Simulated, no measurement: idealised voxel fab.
process module | voxel wiring stack
cross-section cut | 200 nm wide | cells 5 nm
A cross-section is a grid of square cells, given in bands from the top down. A band is one or more rows of cells.
Each band's line starts with the height of the band's top and of its bottom, in nm. Then come its materials from left to right, each with its width in nm. One material with "throughout" fills the band from edge to edge. "air" is empty space.
Height 0 is the level under which the wafer as received is all one material. The lowest band goes on downwards, as in "0 down".
A width such as "30 to 40" changes by the same amount from each row of cells to the next, from the band's top row to its bottom row.
"no change" after a step means that no cell of the cross-section changed.
closed voids: empty space of 8 cells or more with no open way to the top, each as width x height at its distance from the left edge, in nm
after a step's settings: what the simulator itself notes on the step
overlay nm, on a step with a mask: how far to the right of its planned place the mask lay; to the left if negative
plan
1 op RECEIVE | material Si
2 op CONFORMAL_DEP | material SiO2 | thk nm 15
3 op DIRECTIONAL_DEP | material TiN | thk nm 5
4 op DIRECTIONAL_DEP | material Ru | thk nm 20
5 op MASKED_ETCH | tone cover | mask id METAL_1 | width nm 30 | pitch nm 60 | etch materials Ru | depth nm 20 | overlay nm 0
6 op MASKED_ETCH | tone cover | mask id METAL_1 | width nm 30 | pitch nm 60 | etch materials TiN | depth nm 5 | overlay nm 0
7 op CONFORMAL_DEP | material SiCN | thk nm 5
8 op FILL_DEP | material SiO2 | thk nm 5
9 op CMP | height nm 40
10 op CONFORMAL_DEP | material SiCN | thk nm 5
11 op DIRECTIONAL_DEP | material lowk | thk nm 30
12 op PATTERN | tone open | mask id METAL_2_HOLES | material resist | width nm 15 | pitch nm 60 | thk nm 20 | overlay nm 0
13 op DIRECTIONAL_ETCH | etch materials lowk | depth nm 30
14 op STRIP | etch materials resist
15 op MASKED_ETCH | tone open | mask id METAL_2 | width nm 30 | pitch nm 60 | etch materials lowk | depth nm 20 | overlay nm 0
16 op MASKED_ETCH | tone open | mask id METAL_2 | width nm 30 | pitch nm 60 | etch materials SiCN | depth nm 5 | overlay nm 0
17 op CONFORMAL_DEP | material TiN | thk nm 5
18 op FILL_DEP | material Cu | thk nm 10
19 op CMP | height nm 75
20 op CONFORMAL_DEP | material SiCN | thk nm 5
21 op DIRECTIONAL_DEP | material lowk | thk nm 35
22 op MASKED_ETCH | tone open | mask id METAL_3 | width nm 30 | pitch nm 60 | etch materials lowk | depth nm 20 | overlay nm 0
23 op MASKED_ETCH | tone open | mask id METAL_3_HOLES | width nm 15 | etch materials lowk | depth nm 15 | overlay nm 0
24 op MASKED_ETCH | tone open | mask id METAL_3_HOLES | width nm 15 | etch materials SiCN | depth nm 5 | overlay nm 0
25 op CONFORMAL_DEP | material TiN | thk nm 5
26 op FILL_DEP | material Ru | thk nm 10
27 op CMP | height nm 115
28 op CONFORMAL_DEP | material SiCN | thk nm 5
as received, after step 1
  0 down: Si throughout
  closed voids: none
a wafer at the end: this start, this plan, one mistake
  120 to 115: SiCN throughout
  115 to 100: lowk 55 | TiN 5 | Ru 20 | TiN 5 | lowk 30 | TiN 5 | Ru 20 | TiN 5 | lowk 55
  100 to 95: lowk 55 | TiN 5 | Ru 5 | TiN 20 | lowk 30 | TiN 30 | lowk 55
  95 to 80: lowk 55 | TiN 5 | Ru 5 | TiN 5 | lowk 130
  80 to 75: SiCN 55 | TiN 15 | SiCN 130
  75 to 60: lowk 55 | TiN 5 | Cu 20 | TiN 5 | lowk 30 | TiN 5 | Cu 20 | TiN 5 | lowk 55
  60 to 55: lowk 55 | TiN 5 | Cu 5 | TiN 20 | lowk 30 | TiN 5 | Cu 5 | TiN 20 | lowk 55
  55 to 45: lowk 55 | TiN 5 | Cu 5 | TiN 5 | lowk 45 | TiN 5 | Cu 5 | TiN 5 | lowk 70
  45 to 35: SiCN 55 | TiN 15 to 30 | SiCN 45 to 30 | TiN 15 to 30 | SiCN 70 to 55
  35 to 15: Ru throughout
  15 to 0: SiO2 throughout
  0 down: Si throughout
  closed voids: none
what went wrong: steps 3 and 4 were swapped
